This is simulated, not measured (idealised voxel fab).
Herein follows the process module entitled voxel released beams.
Displayed cross-section: cut, width of 280 nm, square cells sized 5 nm.
Each cross-section below is a grid of square cells, stated as bands in top-down order, with one or more rows of cells making up each band.
Look at the band entry: it leads with the top's height and the bottom's height in nm. Then it lists the materials left to right, with a width in nm for each. The word "all across" on a single material says that material fills the band edge to edge. The word "air" is empty space.
The reference from which all heights are counted is 0, the level beneath which the as-received wafer is entirely one material; the lowest band, having no lower bound, proceeds downward and is written after the example "0 nm and below".
Quick explanation for "30 to 40": the width changes in equal steps down the rows of cells, from the first number in the band's top row to the second number in its bottom row.
Given "identical to before" for a step, no cell of the cross-section differs between before and after that step.
You'll see "Voids, fully enclosed" listing empty spaces that have no way open to the top, as long as they're 8 cells or more; the notation is width x height at distance, where the distance is from the left edge, and all of it is in nm.
Heads up: the bit after the settings on a step's line is the simulator's remark on that step.
overlay nm: right-of-plan distance of the mask on a masked step; negative values mean left-of-plan.

Process steps (planned)
1: RECEIVE (material Si)
2: CONFORMAL_DEP (material SiN; thk nm 10)
3: DIRECTIONAL_DEP (material SiO2; thk nm 15)
4: DIRECTIONAL_DEP (material aC; thk nm 10)
5: PATTERN (tone open; mask id ANCHOR; material resist; width nm 35; thk nm 30; overlay nm 0)
6: DIRECTIONAL_ETCH (etch materials aC; depth nm 10)
7: STRIP (etch materials resist)
8: DIRECTIONAL_ETCH (etch materials SiO2; depth nm 15)
9: STRIP (etch materials aC)
10: CONFORMAL_DEP (material W; thk nm 10)
11: MASKED_ETCH (tone cover; mask id BEAM; width nm 120; etch materials W; depth nm 10; overlay nm 0)
12: STRIP (etch materials SiO2)

As received, after step 1
- 0 nm and below  Si all across
- Voids, fully enclosed: none

The following cross-section depicts the wafer upon conclusion of the module. Processing commenced from the starting condition illustrated above and adhered to the plan illustrated above, save for one mistake in execution
- 35 nm to 25 nm  air 75 nm | W 20 nm | air 15 nm | W 85 nm | air 85 nm
- 25 nm to 20 nm  air 85 nm | W 10 nm | air 15 nm | W 10 nm | air 160 nm
- 20 nm to 10 nm  air 85 nm | W 35 nm | air 160 nm
- 10 nm to 0 nm  SiN all across
- 0 nm and below  Si all across
- Voids, fully enclosed: none
Plan not followed: not per plan at step 5, really ran PATTERN (tone open; mask id ANCHOR; material resist; width nm 35; thk nm 30; overlay nm 5)
